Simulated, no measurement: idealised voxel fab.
Process module in this document: voxel ribs on slabs
We display cut, a cross-section 240 nm in width whose square cells are each 5 nm.
Cross-section format: a grid of square cells, given as bands from top to bottom; each band is one or more rows of cells. Top height, bottom height, nm. Materials left to right, width each, nm. Single material + "everywhere" = fills band edge to edge. "empty" = empty. Note: height 0 marks the level under which the wafer is uniformly one material as received. Lowest band unbounded below, written "0 nm and below". A width given as "30 to 40" starts at the first number in the band's top row and ends at the second number in its bottom row, shifting by an equal amount at every step from row to row. Where a step carries "no modification", the cross-section came out of it unchanged, cell for cell. The entry "Enclosed void list" lists the empty spaces that cover at least 8 cells and have no open path to the top. Each is written as width x height at distance, where the distance is measured from the left edge and all three values are in nm. Heads up: the bit after the settings on a step's line is the simulator's remark on that step. The "overlay nm" setting may appear on a step's line; for a step that uses a mask, it gives how far to the right of its planned position the mask lay, and a negative value indicates the left. Note: before/after cross-section pairs follow, one process step per pair, after-side truncated at the lowest changed band, step and settings given beneath. Different runs of this module on the same starting wafer may supply the pairs; a pair continues the one above only where the "Pre-process state" entry says so.

**Pre-process state**
  0 nm and below: Si everywhere
  Enclosed void list: none

**Sectional View, Post-Process**
  30 nm to 0 nm: SiO2 everywhere
  Under 0: no change, same as before.
  Enclosed void list: none
Can you name the step between the two cross-sections above? It is DIRECTIONAL_DEP [material SiO2] [thk nm 30]

Pre-process state: The pre-step condition corresponds to the post-step cross-section depicted in the pair directly above.

**Sectional View, Post-Process**
  50 nm to 30 nm: SiN everywhere
  Under 30: no change, same as before.
  Enclosed void list: none
Can you name the step between the two cross-sections above? It is DIRECTIONAL_DEP [material SiN] [thk nm 20]

Pre-process state: The pre-step condition corresponds to the post-step cross-section depicted in the pair directly above.

**Sectional View, Post-Process**
  50 nm to 40 nm: empty: 105; SiN: 30; empty: 105
  Under 40: no change, same as before.
  Enclosed void list: none
Can you name the step between the two cross-sections above? It is MASKED_ETCH [tone cover] [mask id RIB] [width nm 30] [etch materials SiN] [depth nm 10] [overlay nm 0]

Pre-process state: The pre-step condition corresponds to the post-step cross-section depicted in the pair directly above.

**Sectional View, Post-Process**
  70 nm to 50 nm: empty: 90; resist: 60; empty: 90
  50 nm to 40 nm: empty: 90; resist: 15; SiN: 30; resist: 15; empty: 90
  Under 40: no change, same as before.
  Enclosed void list: none
Can you name the step between the two cross-sections above? It is PATTERN [tone cover] [mask id SLAB] [material resist] [width nm 60] [thk nm 20] [overlay nm 0]

Pre-process state: The pre-step condition corresponds to the post-step cross-section depicted in the pair directly above.

**Sectional View, Post-Process**
  70 nm to 50 nm: empty: 90; resist: 60; empty: 90
  50 nm to 40 nm: empty: 90; resist: 15; SiN: 30; resist: 15; empty: 90
  40 nm to 30 nm: empty: 90; SiN: 60; empty: 90
  Under 30: no change, same as before.
  Enclosed void list: none
Can you name the step between the two cross-sections above? It is DIRECTIONAL_ETCH [etch materials SiN] [depth nm 10]

Pre-process state: The pre-step condition corresponds to the post-step cross-section depicted in the pair directly above.

**Sectional View, Post-Process**
  50 nm to 40 nm: empty: 105; SiN: 30; empty: 105
  Under 40: no change, same as before.
  Enclosed void list: none
Can you name the step between the two cross-sections above? It is STRIP [etch materials resist]

Pre-process state: The pre-step condition corresponds to the post-step cross-section depicted in the pair directly above.

**Sectional View, Post-Process**
  70 nm to 50 nm: SiO2 everywhere
  50 nm to 40 nm: SiO2: 105; SiN: 30; SiO2: 105
  40 nm to 30 nm: SiO2: 90; SiN: 60; SiO2: 90
  Under 30: no change, same as before.
  Enclosed void list: none
Can you name the step between the two cross-sections above? It is FILL_DEP [material SiO2] [thk nm 20]

Pre-process state: The pre-step condition corresponds to the post-step cross-section depicted in the pair directly above.

**Sectional View, Post-Process**
  60 nm to 50 nm: SiO2 everywhere
  Under 50: no change, same as before.
  Enclosed void list: none
Can you name the step between the two cross-sections above? It is CMP [height nm 60]

Pre-process state: The pre-step condition corresponds to the post-step cross-section depicted in the pair directly above.

**Sectional View, Post-Process**
  70 nm to 60 nm: TiN everywhere
  Under 60: no change, same as before.
  Enclosed void list: none
Can you name the step between the two cross-sections above? It is DIRECTIONAL_DEP [material TiN] [thk nm 10]

Pre-process state: The pre-step condition corresponds to the post-step cross-section depicted in the pair directly above.

**Sectional View, Post-Process**
  70 nm to 60 nm: empty: 100; TiN: 40; empty: 100
  Under 60: no change, same as before.
  Enclosed void list: none
Can you name the step between the two cross-sections above? It is MASKED_ETCH [tone cover] [mask id HEATER] [width nm 40] [etch materials TiN] [depth nm 10] [overlay nm 0]

Pre-process state: The pre-step condition corresponds to the post-step cross-section depicted in the pair directly above.

**Sectional View, Post-Process**
  75 nm to 70 nm: empty: 95; SiO2: 50; empty: 95
  70 nm to 65 nm: empty: 95; SiO2: 5; TiN: 40; SiO2: 5; empty: 95
  65 nm to 60 nm: SiO2: 100; TiN: 40; SiO2: 100
  Under 60: no change, same as before.
  Enclosed void list: none
Can you name the step between the two cross-sections above? It is CONFORMAL_DEP [material SiO2] [thk nm 5]

**Pre-process state**
  50 nm to 30 nm: SiN everywhere
  30 nm to 0 nm: SiO2 everywhere
  0 nm and below: Si everywhere
  Enclosed void list: none

**Sectional View, Post-Process**
  70 nm to 30 nm: SiN everywhere
  Under 30: no change, same as before.
  Enclosed void list: none
Can you name the step between the two cross-sections above? It is DIRECTIONAL_DEP [material SiN] [thk nm 20]

Pre-process state: The pre-step condition corresponds to the post-step cross-section depicted in the pair directly above.

**Sectional View, Post-Process**
  70 nm to 60 nm: empty: 105; SiN: 30; empty: 105
  Under 60: no change, same as before.
  Enclosed void list: none
Can you name the step between the two cross-sections above? It is MASKED_ETCH [tone cover] [mask id RIB] [width nm 30] [etch materials SiN] [depth nm 10] [overlay nm 0]

Pre-process state: The pre-step condition corresponds to the post-step cross-section depicted in the pair directly above.

**Sectional View, Post-Process**
  90 nm to 70 nm: empty: 90; resist: 60; empty: 90
  70 nm to 60 nm: empty: 90; resist: 15; SiN: 30; resist: 15; empty: 90
  Under 60: no change, same as before.
  Enclosed void list: none
Can you name the step between the two cross-sections above? It is PATTERN [tone cover] [mask id SLAB] [material resist] [width nm 60] [thk nm 20] [overlay nm 0]

Pre-process state: The pre-step condition corresponds to the post-step cross-section depicted in the pair directly above.

**Sectional View, Post-Process**
  90 nm to 70 nm: empty: 90; resist: 60; empty: 90
  70 nm to 60 nm: empty: 90; resist: 15; SiN: 30; resist: 15; empty: 90
  60 nm to 50 nm: empty: 90; SiN: 60; empty: 90
  Under 50: no change, same as before.
  Enclosed void list: none
Can you name the step between the two cross-sections above? It is DIRECTIONAL_ETCH [etch materials SiN] [depth nm 10]

Pre-process state: The pre-step condition corresponds to the post-step cross-section depicted in the pair directly above.

**Sectional View, Post-Process**
  70 nm to 60 nm: empty: 105; SiN: 30; empty: 105
  Under 60: no change, same as before.
  Enclosed void list: none
Can you name the step between the two cross-sections above? It is STRIP [etch materials resist]

Pre-process state: The pre-step condition corresponds to the post-step cross-section depicted in the pair directly above.

**Sectional View, Post-Process**
  90 nm to 70 nm: SiO2 everywhere
  70 nm to 60 nm: SiO2: 105; SiN: 30; SiO2: 105
  60 nm to 50 nm: SiO2: 90; SiN: 60; SiO2: 90
  Under 50: no change, same as before.
  Enclosed void list: none
Can you name the step between the two cross-sections above? It is FILL_DEP [material SiO2] [thk nm 20]

Pre-process state: The pre-step condition corresponds to the post-step cross-section depicted in the pair directly above.

**Sectional View, Post-Process**
  60 nm to 50 nm: SiO2: 90; SiN: 60; SiO2: 90
  Under 50: no change, same as before.
  Enclosed void list: none
Can you name the step between the two cross-sections above? It is CMP [height nm 60]

Pre-process state: The pre-step condition corresponds to the post-step cross-section depicted in the pair directly above.

**Sectional View, Post-Process**
  70 nm to 60 nm: TiN everywhere
  Under 60: no change, same as before.
  Enclosed void list: none
Can you name the step between the two cross-sections above? It is DIRECTIONAL_DEP [material TiN] [thk nm 10]

Pre-process state: The pre-step condition corresponds to the post-step cross-section depicted in the pair directly above.

**Sectional View, Post-Process**
  70 nm to 60 nm: empty: 100; TiN: 40; empty: 100
  Under 60: no change, same as before.
  Enclosed void list: none
Can you name the step between the two cross-sections above? It is MASKED_ETCH [tone cover] [mask id HEATER] [width nm 40] [etch materials TiN] [depth nm 10] [overlay nm 0]

Pre-process state: The pre-step condition corresponds to the post-step cross-section depicted in the pair directly above.

**Sectional View, Post-Process**
  75 nm to 70 nm: empty: 95; SiO2: 50; empty: 95
  70 nm to 65 nm: empty: 95; SiO2: 5; TiN: 40; SiO2: 5; empty: 95
  65 nm to 60 nm: SiO2: 100; TiN: 40; SiO2: 100
  Under 60: no change, same as before.
  Enclosed void list: none
Can you name the step between the two cross-sections above? It is CONFORMAL_DEP [material SiO2] [thk nm 5]

**Pre-process state**
  0 nm and below: Si everywhere
  Enclosed void list: none

**Sectional View, Post-Process**
  20 nm to 0 nm: SiN everywhere
  Under 0: no change, same as before.
  Enclosed void list: none
Can you name the step between the two cross-sections above? It is DIRECTIONAL_DEP [material SiN] [thk nm 20]

Pre-process state: The pre-step condition corresponds to the post-step cross-section depicted in the pair directly above.

**Sectional View, Post-Process**
  50 nm to 20 nm: SiO2 everywhere
  Under 20: no change, same as before.
  Enclosed void list: none
Can you name the step between the two cross-sections above? It is DIRECTIONAL_DEP [material SiO2] [thk nm 30]

Pre-process state: The pre-step condition corresponds to the post-step cross-section depicted in the pair directly above.

**Sectional View, Post-Process**
  70 nm to 50 nm: empty: 90; resist: 60; empty: 90
  Under 50: no change, same as before.
  Enclosed void list: none
Can you name the step between the two cross-sections above? It is PATTERN [tone cover] [mask id SLAB] [material resist] [width nm 60] [thk nm 20] [overlay nm 0]

Pre-process state: The pre-step condition corresponds to the post-step cross-section depicted in the pair directly above.

**Sectional View, Post-Process**
  50 nm to 20 nm: SiO2 everywhere
  Under 20: no change, same as before.
  Enclosed void list: none
Can you name the step between the two cross-sections above? It is STRIP [etch materials resist]

Pre-process state: The pre-step condition corresponds to the post-step cross-section depicted in the pair directly above.

**Sectional View, Post-Process**
  70 nm to 20 nm: SiO2 everywhere
  Under 20: no change, same as before.
  Enclosed void list: none
Can you name the step between the two cross-sections above? It is FILL_DEP [material SiO2] [thk nm 20]

Pre-process state: The pre-step condition corresponds to the post-step cross-section depicted in the pair directly above.

**Sectional View, Post-Process**
  60 nm to 20 nm: SiO2 everywhere
  Under 20: no change, same as before.
  Enclosed void list: none
Can you name the step between the two cross-sections above? It is CMP [height nm 60]

Pre-process state: The pre-step condition corresponds to the post-step cross-section depicted in the pair directly above.

**Sectional View, Post-Process**
  70 nm to 60 nm: TiN everywhere
  Under 60: no change, same as before.
  Enclosed void list: none
Can you name the step between the two cross-sections above? It is DIRECTIONAL_DEP [material TiN] [thk nm 10]

Pre-process state: The pre-step condition corresponds to the post-step cross-section depicted in the pair directly above.

**Sectional View, Post-Process**
  70 nm to 60 nm: empty: 100; TiN: 40; empty: 100
  Under 60: no change, same as before.
  Enclosed void list: none
Can you name the step between the two cross-sections above? It is MASKED_ETCH [tone cover] [mask id HEATER] [width nm 40] [etch materials TiN] [depth nm 10] [overlay nm 0]

Pre-process state: The pre-step condition corresponds to the post-step cross-section depicted in the pair directly above.

**Sectional View, Post-Process**
  75 nm to 70 nm: empty: 95; SiO2: 50; empty: 95
  70 nm to 65 nm: empty: 95; SiO2: 5; TiN: 40; SiO2: 5; empty: 95
  65 nm to 60 nm: SiO2: 100; TiN: 40; SiO2: 100
  Under 60: no change, same as before.
  Enclosed void list: none
Can you name the step between the two cross-sections above? It is CONFORMAL_DEP [material SiO2] [thk nm 5]

**Pre-process state**
  70 nm to 60 nm: empty: 100; TiN: 40; empty: 100
  60 nm to 50 nm: SiO2 everywhere
  50 nm to 40 nm: SiO2: 105; SiN: 30; SiO2: 105
  40 nm to 30 nm: SiO2: 90; SiN: 60; SiO2: 90
  30 nm to 0 nm: SiO2 everywhere
  0 nm and below: Si everywhere
  Enclosed void list: none

**Sectional View, Post-Process**
  85 nm to 75 nm: empty: 85; SiO2: 70; empty: 85
  75 nm to 70 nm: SiO2 everywhere
  70 nm to 60 nm: SiO2: 100; TiN: 40; SiO2: 100
  Under 60: no change, same as before.
  Enclosed void list: none
Can you name the step between the two cross-sections above? It is CONFORMAL_DEP [material SiO2] [thk nm 15]

**Pre-process state**
  70 nm to 60 nm: TiN everywhere
  60 nm to 50 nm: SiO2 everywhere
  50 nm to 40 nm: SiO2: 105; SiN: 30; SiO2: 105
  40 nm to 30 nm: SiO2: 90; SiN: 60; SiO2: 90
  30 nm to 0 nm: SiO2 everywhere
  0 nm and below: Si everywhere
  Enclosed void list: none

**Sectional View, Post-Process**
  70 nm to 60 nm: empty: 105; TiN: 30; empty: 105
  Under 60: no change, same as before.
  Enclosed void list: none
Can you name the step between the two cross-sections above? It is MASKED_ETCH [tone cover] [mask id HEATER] [width nm 30] [etch materials TiN] [depth nm 10] [overlay nm 0]

Pre-process state: The pre-step condition corresponds to the post-step cross-section depicted in the pair directly above.

**Sectional View, Post-Process**
  75 nm to 70 nm: empty: 100; SiO2: 40; empty: 100
  70 nm to 65 nm: empty: 100; SiO2: 5; TiN: 30; SiO2: 5; empty: 100
  65 nm to 60 nm: SiO2: 105; TiN: 30; SiO2: 105
  Under 60: no change, same as before.
  Enclosed void list: none
Can you name the step between the two cross-sections above? It is CONFORMAL_DEP [material SiO2] [thk nm 5]

**Pre-process state**
  50 nm to 30 nm: SiN everywhere
  30 nm to 0 nm: SiO2 everywhere
  0 nm and below: Si everywhere
  Enclosed void list: none

**Sectional View, Post-Process**
  50 nm to 40 nm: empty: 100; SiN: 30; empty: 110
  Under 40: no change, same as before.
  Enclosed void list: none
Can you name the step between the two cross-sections above? It is MASKED_ETCH [tone cover] [mask id RIB] [width nm 30] [etch materials SiN] [depth nm 10] [overlay nm -5]

Pre-process state: The pre-step condition corresponds to the post-step cross-section depicted in the pair directly above.

**Sectional View, Post-Process**
  70 nm to 50 nm: empty: 90; resist: 60; empty: 90
  50 nm to 40 nm: empty: 90; resist: 10; SiN: 30; resist: 20; empty: 90
  Under 40: no change, same as before.
  Enclosed void list: none
Can you name the step between the two cross-sections above? It is PATTERN [tone cover] [mask id SLAB] [material resist] [width nm 60] [thk nm 20] [overlay nm 0]

Pre-process state: The pre-step condition corresponds to the post-step cross-section depicted in the pair directly above.

**Sectional View, Post-Process**
  70 nm to 50 nm: empty: 90; resist: 60; empty: 90
  50 nm to 40 nm: empty: 90; resist: 10; SiN: 30; resist: 20; empty: 90
  40 nm to 30 nm: empty: 90; SiN: 60; empty: 90
  Under 30: no change, same as before.
  Enclosed void list: none
Can you name the step between the two cross-sections above? It is DIRECTIONAL_ETCH [etch materials SiN] [depth nm 10]

Pre-process state: The pre-step condition corresponds to the post-step cross-section depicted in the pair directly above.

**Sectional View, Post-Process**
  50 nm to 40 nm: empty: 100; SiN: 30; empty: 110
  Under 40: no change, same as before.
  Enclosed void list: none
Can you name the step between the two cross-sections above? It is STRIP [etch materials resist]

Pre-process state: The pre-step condition corresponds to the post-step cross-section depicted in the pair directly above.

**Sectional View, Post-Process**
  70 nm to 50 nm: SiO2 everywhere
  50 nm to 40 nm: SiO2: 100; SiN: 30; SiO2: 110
  40 nm to 30 nm: SiO2: 90; SiN: 60; SiO2: 90
  Under 30: no change, same as before.
  Enclosed void list: none
Can you name the step between the two cross-sections above? It is FILL_DEP [material SiO2] [thk nm 20]

Pre-process state: The pre-step condition corresponds to the post-step cross-section depicted in the pair directly above.

**Sectional View, Post-Process**
  60 nm to 50 nm: SiO2 everywhere
  Under 50: no change, same as before.
  Enclosed void list: none
Can you name the step between the two cross-sections above? It is CMP [height nm 60]

Pre-process state: The pre-step condition corresponds to the post-step cross-section depicted in the pair directly above.

**Sectional View, Post-Process**
  70 nm to 60 nm: TiN everywhere
  Under 60: no change, same as before.
  Enclosed void list: none
Can you name the step between the two cross-sections above? It is DIRECTIONAL_DEP [material TiN] [thk nm 10]

Pre-process state: The pre-step condition corresponds to the post-step cross-section depicted in the pair directly above.

**Sectional View, Post-Process**
  70 nm to 60 nm: empty: 100; TiN: 40; empty: 100
  Under 60: no change, same as before.
  Enclosed void list: none
Can you name the step between the two cross-sections above? It is MASKED_ETCH [tone cover] [mask id HEATER] [width nm 40] [etch materials TiN] [depth nm 10] [overlay nm 0]

Pre-process state: The pre-step condition corresponds to the post-step cross-section depicted in the pair directly above.

**Sectional View, Post-Process**
  75 nm to 70 nm: empty: 95; SiO2: 50; empty: 95
  70 nm to 65 nm: empty: 95; SiO2: 5; TiN: 40; SiO2: 5; empty: 95
  65 nm to 60 nm: SiO2: 100; TiN: 40; SiO2: 100
  Under 60: no change, same as before.
  Enclosed void list: none
Can you name the step between the two cross-sections above? It is CONFORMAL_DEP [material SiO2] [thk nm 5]

**Pre-process state**
  0 nm and below: Si everywhere
  Enclosed void list: none

**Sectional View, Post-Process**
  30 nm to 0 nm: SiN everywhere
  Under 0: no change, same as before.
  Enclosed void list: none
Can you name the step between the two cross-sections above? It is DIRECTIONAL_DEP [material SiN] [thk nm 30]

Pre-process state: The pre-step condition corresponds to the post-step cross-section depicted in the pair directly above.

**Sectional View, Post-Process**
  50 nm to 0 nm: SiN everywhere
  Under 0: no change, same as before.
  Enclosed void list: none
Can you name the step between the two cross-sections above? It is DIRECTIONAL_DEP [material SiN] [thk nm 20]

Pre-process state: The pre-step condition corresponds to the post-step cross-section depicted in the pair directly above.

**Sectional View, Post-Process**
  50 nm to 40 nm: empty: 105; SiN: 30; empty: 105
  Under 40: no change, same as before.
  Enclosed void list: none
Can you name the step between the two cross-sections above? It is MASKED_ETCH [tone cover] [mask id RIB] [width nm 30] [etch materials SiN] [depth nm 10] [overlay nm 0]

Pre-process state: The pre-step condition corresponds to the post-step cross-section depicted in the pair directly above.

**Sectional View, Post-Process**
  70 nm to 50 nm: empty: 90; resist: 60; empty: 90
  50 nm to 40 nm: empty: 90; resist: 15; SiN: 30; resist: 15; empty: 90
  Under 40: no change, same as before.
  Enclosed void list: none
Can you name the step between the two cross-sections above? It is PATTERN [tone cover] [mask id SLAB] [material resist] [width nm 60] [thk nm 20] [overlay nm 0]

Pre-process state: The pre-step condition corresponds to the post-step cross-section depicted in the pair directly above.

**Sectional View, Post-Process**
  70 nm to 50 nm: empty: 90; resist: 60; empty: 90
  50 nm to 40 nm: empty: 90; resist: 15; SiN: 30; resist: 15; empty: 90
  40 nm to 30 nm: empty: 90; SiN: 60; empty: 90
  Under 30: no change, same as before.
  Enclosed void list: none
Can you name the step between the two cross-sections above? It is DIRECTIONAL_ETCH [etch materials SiN] [depth nm 10]

Pre-process state: The pre-step condition corresponds to the post-step cross-section depicted in the pair directly above.

**Sectional View, Post-Process**
  50 nm to 40 nm: empty: 105; SiN: 30; empty: 105
  Under 40: no change, same as before.
  Enclosed void list: none
Can you name the step between the two cross-sections above? It is STRIP [etch materials resist]

Pre-process state: The pre-step condition corresponds to the post-step cross-section depicted in the pair directly above.

**Sectional View, Post-Process**
  70 nm to 50 nm: SiO2 everywhere
  50 nm to 40 nm: SiO2: 105; SiN: 30; SiO2: 105
  40 nm to 30 nm: SiO2: 90; SiN: 60; SiO2: 90
  Under 30: no change, same as before.
  Enclosed void list: none
Can you name the step between the two cross-sections above? It is FILL_DEP [material SiO2] [thk nm 20]

Pre-process state: The pre-step condition corresponds to the post-step cross-section depicted in the pair directly above.

**Sectional View, Post-Process**
  60 nm to 50 nm: SiO2 everywhere
  Under 50: no change, same as before.
  Enclosed void list: none
Can you name the step between the two cross-sections above? It is CMP [height nm 60]

Pre-process state: The pre-step condition corresponds to the post-step cross-section depicted in the pair directly above.

**Sectional View, Post-Process**
  70 nm to 60 nm: TiN everywhere
  Under 60: no change, same as before.
  Enclosed void list: none
Can you name the step between the two cross-sections above? It is DIRECTIONAL_DEP [material TiN] [thk nm 10]

Pre-process state: The pre-step condition corresponds to the post-step cross-section depicted in the pair directly above.

**Sectional View, Post-Process**
  70 nm to 60 nm: empty: 100; TiN: 40; empty: 100
  Under 60: no change, same as before.
  Enclosed void list: none
Can you name the step between the two cross-sections above? It is MASKED_ETCH [tone cover] [mask id HEATER] [width nm 40] [etch materials TiN] [depth nm 10] [overlay nm 0]

Pre-process state: The pre-step condition corresponds to the post-step cross-section depicted in the pair directly above.

**Sectional View, Post-Process**
  75 nm to 70 nm: empty: 95; SiO2: 50; empty: 95
  70 nm to 65 nm: empty: 95; SiO2: 5; TiN: 40; SiO2: 5; empty: 95
  65 nm to 60 nm: SiO2: 100; TiN: 40; SiO2: 100
  Under 60: no change, same as before.
  Enclosed void list: none
Can you name the step between the two cross-sections above? It is CONFORMAL_DEP [material SiO2] [thk nm 5]

**Pre-process state**
  50 nm to 30 nm: SiN everywhere
  30 nm to 0 nm: SiO2 everywhere
  0 nm and below: Si everywhere
  Enclosed void list: none

**Sectional View, Post-Process**
  50 nm to 40 nm: SiN: 105; empty: 30; SiN: 105
  Under 40: no change, same as before.
  Enclosed void list: none
Can you name the step between the two cross-sections above? It is MASKED_ETCH [tone open] [mask id RIB] [width nm 30] [etch materials SiN] [depth nm 10] [overlay nm 0]

Pre-process state: The pre-step condition corresponds to the post-step cross-section depicted in the pair directly above.

**Sectional View, Post-Process**
  70 nm to 50 nm: empty: 90; resist: 60; empty: 90
  50 nm to 40 nm: SiN: 105; resist: 30; SiN: 105
  Under 40: no change, same as before.
  Enclosed void list: none
Can you name the step between the two cross-sections above? It is PATTERN [tone cover] [mask id SLAB] [material resist] [width nm 60] [thk nm 20] [overlay nm 0]

Pre-process state: The pre-step condition corresponds to the post-step cross-section depicted in the pair directly above.

**Sectional View, Post-Process**
  70 nm to 50 nm: empty: 90; resist: 60; empty: 90
  50 nm to 40 nm: empty: 90; SiN: 15; resist: 30; SiN: 15; empty: 90
  Under 40: no change, same as before.
  Enclosed void list: none
Can you name the step between the two cross-sections above? It is DIRECTIONAL_ETCH [etch materials SiN] [depth nm 10]

Pre-process state: The pre-step condition corresponds to the post-step cross-section depicted in the pair directly above.

**Sectional View, Post-Process**
  50 nm to 40 nm: empty: 90; SiN: 15; empty: 30; SiN: 15; empty: 90
  Under 40: no change, same as before.
  Enclosed void list: none
Can you name the step between the two cross-sections above? It is STRIP [etch materials resist]

Pre-process state: The pre-step condition corresponds to the post-step cross-section depicted in the pair directly above.

**Sectional View, Post-Process**
  70 nm to 50 nm: SiO2 everywhere
  50 nm to 40 nm: SiO2: 90; SiN: 15; SiO2: 30; SiN: 15; SiO2: 90
  Under 40: no change, same as before.
  Enclosed void list: none
Can you name the step between the two cross-sections above? It is FILL_DEP [material SiO2] [thk nm 20]

Pre-process state: The pre-step condition corresponds to the post-step cross-section depicted in the pair directly above.

**Sectional View, Post-Process**
  60 nm to 50 nm: SiO2 everywhere
  Under 50: no change, same as before.
  Enclosed void list: none
Can you name the step between the two cross-sections above? It is CMP [height nm 60]

Pre-process state: The pre-step condition corresponds to the post-step cross-section depicted in the pair directly above.

**Sectional View, Post-Process**
  70 nm to 60 nm: TiN everywhere
  Under 60: no change, same as before.
  Enclosed void list: none
Can you name the step between the two cross-sections above? It is DIRECTIONAL_DEP [material TiN] [thk nm 10]

Pre-process state: The pre-step condition corresponds to the post-step cross-section depicted in the pair directly above.

**Sectional View, Post-Process**
  70 nm to 60 nm: empty: 100; TiN: 40; empty: 100
  Under 60: no change, same as before.
  Enclosed void list: none
Can you name the step between the two cross-sections above? It is MASKED_ETCH [tone cover] [mask id HEATER] [width nm 40] [etch materials TiN] [depth nm 10] [overlay nm 0]

Pre-process state: The pre-step condition corresponds to the post-step cross-section depicted in the pair directly above.

**Sectional View, Post-Process**
  75 nm to 70 nm: empty: 95; SiO2: 50; empty: 95
  70 nm to 65 nm: empty: 95; SiO2: 5; TiN: 40; SiO2: 5; empty: 95
  65 nm to 60 nm: SiO2: 100; TiN: 40; SiO2: 100
  Under 60: no change, same as before.
  Enclosed void list: none
Can you name the step between the two cross-sections above? It is CONFORMAL_DEP [material SiO2] [thk nm 5]
